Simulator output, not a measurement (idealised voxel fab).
A process module follows: voxel released beams.
It is cross-section cut that appears here, measuring 225 nm in width, its square cells being 5 nm in size.
Square cells in a grid make up a cross-section in this document, and the grid is given as bands, listed from the top down, each one or more rows of cells.
Band: top and bottom heights (nm) first, top before bottom; then materials from left to right, widths in nm. "throughout" marks a sole material filling the band edge to edge. "empty" denotes empty space.
Height is counted from the level 0, under which the received wafer is composed throughout of one material. The lowest of the bands is not closed at the bottom but continues downward, in the notation "0 -> down".
Graded width ("30 to 40"): value in top row of band = first number; value in bottom row = second number; row-to-row change constant.
Take "nothing was modified" at face value: in the step it is given for, the cross-section changed in none of its cells.
Empty spaces without an open route to the top, at least 8 cells in extent, make up the entry "Closed voids list"; each is given as width x height at distance, where the distance is measured from the left edge, and all are in nm.
Note: text after step settings on the step line = simulator remark on that step.
If you see "overlay nm" on a step's line and that step has a mask, it's telling you how far right of where it was planned the mask ended up; a negative number means it went left instead.
**Steps planned for the process**
| 1 | RECEIVE with material Si |
| 2 | CONFORMAL_DEP with material Al2O3, thk nm 5 |
| 3 | DIRECTIONAL_DEP with material SiO2, thk nm 15 |
| 4 | MASKED_ETCH with tone open, mask id ANCHOR, width nm 35, etch materials SiO2, depth nm 15, overlay nm 0 |
| 5 | CONFORMAL_DEP with material SiN, thk nm 10 |
| 6 | MASKED_ETCH with tone cover, mask id BEAM, width nm 100, etch materials SiN, depth nm 10, overlay nm 0 |
| 7 | STRIP with etch materials SiO2 |
**First wafer out of two, processed as planned**
**Wafer cross-section on receipt, i.e. after step 1**
- 0 -> down: Si throughout
- Closed voids list: none
**Cross-section of the wafer subsequent to step 2**
- 5 -> 0: Al2O3 throughout
- Nothing below the height 0 has changed.
**Cross-section of the wafer subsequent to step 3**
- 20 -> 5: SiO2 throughout
- Nothing below the height 5 has changed.
**Cross-section of the wafer subsequent to step 4**
- 20 -> 5: 65 nm SiO2, 35 nm empty, 125 nm SiO2
- Nothing below the height 5 has changed.
**Cross-section of the wafer subsequent to step 5**
- 30 -> 20: 75 nm SiN, 15 nm empty, 135 nm SiN
- 20 -> 15: 65 nm SiO2, 10 nm SiN, 15 nm empty, 10 nm SiN, 125 nm SiO2
- 15 -> 5: 65 nm SiO2, 35 nm SiN, 125 nm SiO2
- Nothing below the height 5 has changed.
**Cross-section of the wafer subsequent to step 6**
- 30 -> 20: 60 nm empty, 15 nm SiN, 15 nm empty, 70 nm SiN, 65 nm empty
- Nothing below the height 20 has changed.
**Cross-section of the wafer subsequent to step 7**
- 30 -> 20: 60 nm empty, 15 nm SiN, 15 nm empty, 70 nm SiN, 65 nm empty
- 20 -> 15: 65 nm empty, 10 nm SiN, 15 nm empty, 10 nm SiN, 125 nm empty
- 15 -> 5: 65 nm empty, 35 nm SiN, 125 nm empty
- Nothing below the height 5 has changed.
**Wafer two. Identical start, identical plan. One mistake in execution. Identical history through step 1**
Cross-section of the second wafer corresponding to the planned conclusion of step 2: nothing was modified
**Cross-section of the second wafer corresponding to the planned conclusion of step 3**
- 15 -> 0: SiO2 throughout
- Nothing below the height 0 has changed.
**Cross-section of the second wafer corresponding to the planned conclusion of step 4**
- 15 -> 0: 65 nm SiO2, 35 nm empty, 125 nm SiO2
- Nothing below the height 0 has changed.
**Cross-section of the second wafer corresponding to the planned conclusion of step 5**
- 25 -> 15: 75 nm SiN, 15 nm empty, 135 nm SiN
- 15 -> 10: 65 nm SiO2, 10 nm SiN, 15 nm empty, 10 nm SiN, 125 nm SiO2
- 10 -> 0: 65 nm SiO2, 35 nm SiN, 125 nm SiO2
- Nothing below the height 0 has changed.
**Cross-section of the second wafer corresponding to the planned conclusion of step 6**
- 25 -> 15: 60 nm empty, 15 nm SiN, 15 nm empty, 70 nm SiN, 65 nm empty
- Nothing below the height 15 has changed.
**Cross-section of the second wafer corresponding to the planned conclusion of step 7**
- 25 -> 15: 60 nm empty, 15 nm SiN, 15 nm empty, 70 nm SiN, 65 nm empty
- 15 -> 10: 65 nm empty, 10 nm SiN, 15 nm empty, 10 nm SiN, 125 nm empty
- 10 -> 0: 65 nm empty, 35 nm SiN, 125 nm empty
- Nothing below the height 0 has changed.
Deviation from plan: the plan's step 2 went unexecuted, having been skipped
In the final state, the cell counts of the second wafer exceed or fall short of those of the first for the following materials: 45 fewer of Al2O3
